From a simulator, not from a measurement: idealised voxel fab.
process module | voxel ribs on slabs
cross-section cut | 195 nm wide | cells 5 nm
A cross-section is a grid of square cells, given in bands from the top down. A band is one or more rows of cells.
Each band's line starts with the height of the band's top and of its bottom, in nm. Then come its materials from left to right, each with its width in nm. One material with "throughout" fills the band from edge to edge. "air" is empty space.
Height 0 is the level under which the wafer as received is all one material. The lowest band goes on downwards, as in "0 down".
A width such as "30 to 40" changes by the same amount from each row of cells to the next, from the band's top row to its bottom row.
"no change" after a step means that no cell of the cross-section changed.
closed voids: empty space of 8 cells or more with no open way to the top, each as width x height at its distance from the left edge, in nm
after a step's settings: what the simulator itself notes on the step
overlay nm, on a step with a mask: how far to the right of its planned place the mask lay; to the left if negative
plan
1 op RECEIVE | material Si
2 op DIRECTIONAL_DEP | material SiO2 | thk nm 25
3 op DIRECTIONAL_DEP | material SiN | thk nm 20
4 op PATTERN | tone cover | mask id RIB | material resist | width nm 25 | thk nm 15 | overlay nm 0
5 op DIRECTIONAL_ETCH | etch materials SiN | depth nm 5
6 op STRIP | etch materials resist
7 op MASKED_ETCH | tone cover | mask id SLAB | width nm 85 | etch materials SiN | depth nm 15 | overlay nm 0
8 op FILL_DEP | material SiO2 | thk nm 20
9 op CMP | height nm 60
10 op DIRECTIONAL_DEP | material W | thk nm 10
11 op DIRECTIONAL_DEP | material aC | thk nm 10
12 op PATTERN | tone cover | mask id HEATER | material resist | width nm 35 | thk nm 30 | overlay nm 0
13 op DIRECTIONAL_ETCH | etch materials aC | depth nm 10
14 op STRIP | etch materials resist
15 op DIRECTIONAL_ETCH | etch materials W | depth nm 10
16 op STRIP | etch materials aC
17 op CONFORMAL_DEP | material SiO2 | thk nm 10
as received, after step 1
  0 down: Si throughout
  closed voids: none
first wafer at the end, as planned
  80 to 70: air 70 | SiO2 55 | air 70
  70 to 60: SiO2 80 | W 35 | SiO2 80
  60 to 45: SiO2 throughout
  45 to 40: SiO2 85 | SiN 25 | SiO2 85
  40 to 25: SiO2 55 | SiN 85 | SiO2 55
  25 to 0: SiO2 throughout
  0 down: Si throughout
  closed voids: none
second wafer at the end: like start, like plan, one mistake
  80 to 70: air 70 | SiO2 55 | air 70
  70 to 60: SiO2 80 | W 35 | SiO2 80
  60 to 45: SiO2 throughout
  45 to 40: SiO2 85 | SiN 25 | SiO2 85
  40 to 25: SiO2 65 | SiN 85 | SiO2 45
  25 to 0: SiO2 throughout
  0 down: Si throughout
  closed voids: none
what went wrong: step 7 ran as: op MASKED_ETCH | tone cover | mask id SLAB | width nm 85 | etch materials SiN | depth nm 15 | overlay nm 10
at the end the second wafer has, in cells: as many of each material as the first, in other places
